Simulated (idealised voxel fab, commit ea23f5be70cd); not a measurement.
Name of the process module below: voxel lift off
245 nm wide, 5 nm square cells: that's cross-section cut.
Cross-section layout: square cells on a grid; listed as bands, top to bottom; a band spans one or more cell rows.
The band entry comprises the height of the band's top followed by the height of its bottom, expressed in nm, and subsequently the band's materials from left to right, each stated together with its width in nm. Where a single material is marked with the word "edge to edge", that material fills the band from edge to edge. The word "air" represents empty space.
Heights are measured from 0, the level below which the as-received wafer is all one material; the lowest band has no bottom and continues downward, written as in "0 -> down".
A two-number width, for instance "30 to 40", indicates that the width is equal to the first number in the top row of the band and to the second number in the bottom row, and that it changes by a constant amount per row of cells.
"changes: none" (step): cross-section cells unchanged, all of them.
The entry "Enclosed empty spaces" lists the empty spaces that cover at least 8 cells and have no open path to the top. Each is written as width x height at distance, where the distance is measured from the left edge and all three values are in nm.
Step line, after settings: the simulator's comment on this step.
The "overlay nm" setting may appear on a step's line; for a step that uses a mask, it gives how far to the right of its planned position the mask lay, and a negative value indicates the left.
Steps in the process plan:
step 1: op RECEIVE | material Si
step 2: op CONFORMAL_DEP | material Al2O3 | thk nm 5
step 3: op PATTERN | tone open | mask id LINES | material resist | width nm 25 | pitch nm 45 | thk nm 20 | overlay nm 0
step 4: op DIRECTIONAL_DEP | material Ru | thk nm 5
step 5: op STRIP | etch materials resist
step 6: op CONFORMAL_DEP | material SiO2 | thk nm 10
First out of two wafers; run went to plan:
Incoming wafer, cross-sectional view, post step 1:
* 0 -> down: Si edge to edge
* Enclosed empty spaces: none
Cross-section through the wafer, step 2 finished:
* 5 -> 0: Al2O3 edge to edge
* Heights below 0 show no change.
Cross-section through the wafer, step 3 finished:
* 25 -> 5: resist=40  air=25  resist=20  air=25  resist=20  air=25  resist=20  air=25  resist=45
* Heights below 5 show no change.
Cross-section through the wafer, step 4 finished:
* 30 -> 25: Ru=40  air=25  Ru=20  air=25  Ru=20  air=25  Ru=20  air=25  Ru=45
* 25 -> 10: resist=40  air=25  resist=20  air=25  resist=20  air=25  resist=20  air=25  resist=45
* 10 -> 5: resist=40  Ru=25  resist=20  Ru=25  resist=20  Ru=25  resist=20  Ru=25  resist=45
* Heights below 5 show no change.
Cross-section through the wafer, step 5 finished:
* 10 -> 5: air=40  Ru=25  air=20  Ru=25  air=20  Ru=25  air=20  Ru=25  air=45
* Heights below 5 show no change.
Cross-section through the wafer, step 6 finished:
* 20 -> 15: air=30  SiO2=180  air=35
* 15 -> 10: SiO2 edge to edge
* 10 -> 5: SiO2=40  Ru=25  SiO2=20  Ru=25  SiO2=20  Ru=25  SiO2=20  Ru=25  SiO2=45
* Heights below 5 show no change.
Wafer two. Same start, same plan, one slip in execution. Same as wafer one through step 2, inclusive:
Look at the second wafer in cross-section at the time step 3 ought to have finished:
* 25 -> 5: air=40  resist=25  air=20  resist=25  air=20  resist=25  air=20  resist=25  air=45
* Heights below 5 show no change.
Look at the second wafer in cross-section at the time step 4 ought to have finished:
* 30 -> 25: air=40  Ru=25  air=20  Ru=25  air=20  Ru=25  air=20  Ru=25  air=45
* 25 -> 10: air=40  resist=25  air=20  resist=25  air=20  resist=25  air=20  resist=25  air=45
* 10 -> 5: Ru=40  resist=25  Ru=20  resist=25  Ru=20  resist=25  Ru=20  resist=25  Ru=45
* Heights below 5 show no change.
Look at the second wafer in cross-section at the time step 5 ought to have finished:
* 10 -> 5: Ru=40  air=25  Ru=20  air=25  Ru=20  air=25  Ru=20  air=25  Ru=45
* Heights below 5 show no change.
Look at the second wafer in cross-section at the time step 6 ought to have finished:
* 20 -> 15: SiO2=50  air=5  SiO2=40  air=5  SiO2=40  air=5  SiO2=40  air=5  SiO2=55
* 15 -> 10: SiO2 edge to edge
* 10 -> 5: Ru=40  SiO2=25  Ru=20  SiO2=25  Ru=20  SiO2=25  Ru=20  SiO2=25  Ru=45
* Heights below 5 show no change.
Here's what went sideways: step 3 off recipe, ran as op PATTERN | tone cover | mask id LINES | material resist | width nm 25 | pitch nm 45 | thk nm 20 | overlay nm 0
Final wafer comparison in cells, second versus first, more or fewer per material: Ru +9
